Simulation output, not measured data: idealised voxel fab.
process module | voxel trench capacitor
cross-section cut | 255 nm wide | cells 5 nm
A cross-section is a grid of square cells, given in bands from the top down. A band is one or more rows of cells.
Each band's line starts with the height of the band's top and of its bottom, in nm. Then come its materials from left to right, each with its width in nm. One material with "throughout" fills the band from edge to edge. "air" is empty space.
Height 0 is the level under which the wafer as received is all one material. The lowest band goes on downwards, as in "0 down".
A width such as "30 to 40" changes by the same amount from each row of cells to the next, from the band's top row to its bottom row.
"no change" after a step means that no cell of the cross-section changed.
closed voids: empty space of 8 cells or more with no open way to the top, each as width x height at its distance from the left edge, in nm
after a step's settings: what the simulator itself notes on the step
overlay nm, on a step with a mask: how far to the right of its planned place the mask lay; to the left if negative
plan
1 op RECEIVE | material Si
2 op CONFORMAL_DEP | material SiN | thk nm 10
3 op PATTERN | tone open | mask id TRENCH | material resist | width nm 25 | pitch nm 50 | thk nm 20 | overlay nm 0
4 op DIRECTIONAL_ETCH | etch materials SiN | depth nm 10
5 op DIRECTIONAL_ETCH | etch materials Si | depth nm 30
6 op STRIP | etch materials resist
7 op CONFORMAL_DEP | material Al2O3 | thk nm 5
8 op CONFORMAL_DEP | material TiN | thk nm 5
9 op FILL_DEP | material W | thk nm 10
10 op CMP | height nm 10
as received, after step 1
  0 down: Si throughout
  closed voids: none
first wafer at the end, as planned
  10 to 0: SiN 40 | Al2O3 5 | TiN 5 | W 5 | TiN 5 | Al2O3 5 | SiN 25 | Al2O3 5 | TiN 5 | W 5 | TiN 5 | Al2O3 5 | SiN 25 | Al2O3 5 | TiN 5 | W 5 | TiN 5 | Al2O3 5 | SiN 25 | Al2O3 5 | TiN 5 | W 5 | TiN 5 | Al2O3 5 | SiN 40
  0 to -20: Si 40 | Al2O3 5 | TiN 5 | W 5 | TiN 5 | Al2O3 5 | Si 25 | Al2O3 5 | TiN 5 | W 5 | TiN 5 | Al2O3 5 | Si 25 | Al2O3 5 | TiN 5 | W 5 | TiN 5 | Al2O3 5 | Si 25 | Al2O3 5 | TiN 5 | W 5 | TiN 5 | Al2O3 5 | Si 40
  -20 to -25: Si 40 | Al2O3 5 | TiN 15 | Al2O3 5 | Si 25 | Al2O3 5 | TiN 15 | Al2O3 5 | Si 25 | Al2O3 5 | TiN 15 | Al2O3 5 | Si 25 | Al2O3 5 | TiN 15 | Al2O3 5 | Si 40
  -25 to -30: Si 40 | Al2O3 25 | Si 25 | Al2O3 25 | Si 25 | Al2O3 25 | Si 25 | Al2O3 25 | Si 40
  -30 down: Si throughout
  closed voids: none
second wafer at the end: like start, like plan, one mistake
  10 to 0: SiN 45 | Al2O3 5 | TiN 10 | Al2O3 5 | SiN 30 | Al2O3 5 | TiN 10 | Al2O3 5 | SiN 30 | Al2O3 5 | TiN 10 | Al2O3 5 | SiN 30 | Al2O3 5 | TiN 10 | Al2O3 5 | SiN 40
  0 to -25: Si 45 | Al2O3 5 | TiN 10 | Al2O3 5 | Si 30 | Al2O3 5 | TiN 10 | Al2O3 5 | Si 30 | Al2O3 5 | TiN 10 | Al2O3 5 | Si 30 | Al2O3 5 | TiN 10 | Al2O3 5 | Si 40
  -25 to -30: Si 45 | Al2O3 20 | Si 30 | Al2O3 20 | Si 30 | Al2O3 20 | Si 30 | Al2O3 20 | Si 40
  -30 down: Si throughout
  closed voids: none
what went wrong: step 3 ran as: op PATTERN | tone open | mask id TRENCH | material resist | width nm 20 | pitch nm 50 | thk nm 20 | overlay nm 0
at the end the second wafer has, in cells: 4 fewer of Al2O3 | 24 more of Si | 8 more of SiN | 4 fewer of TiN | 24 fewer of W
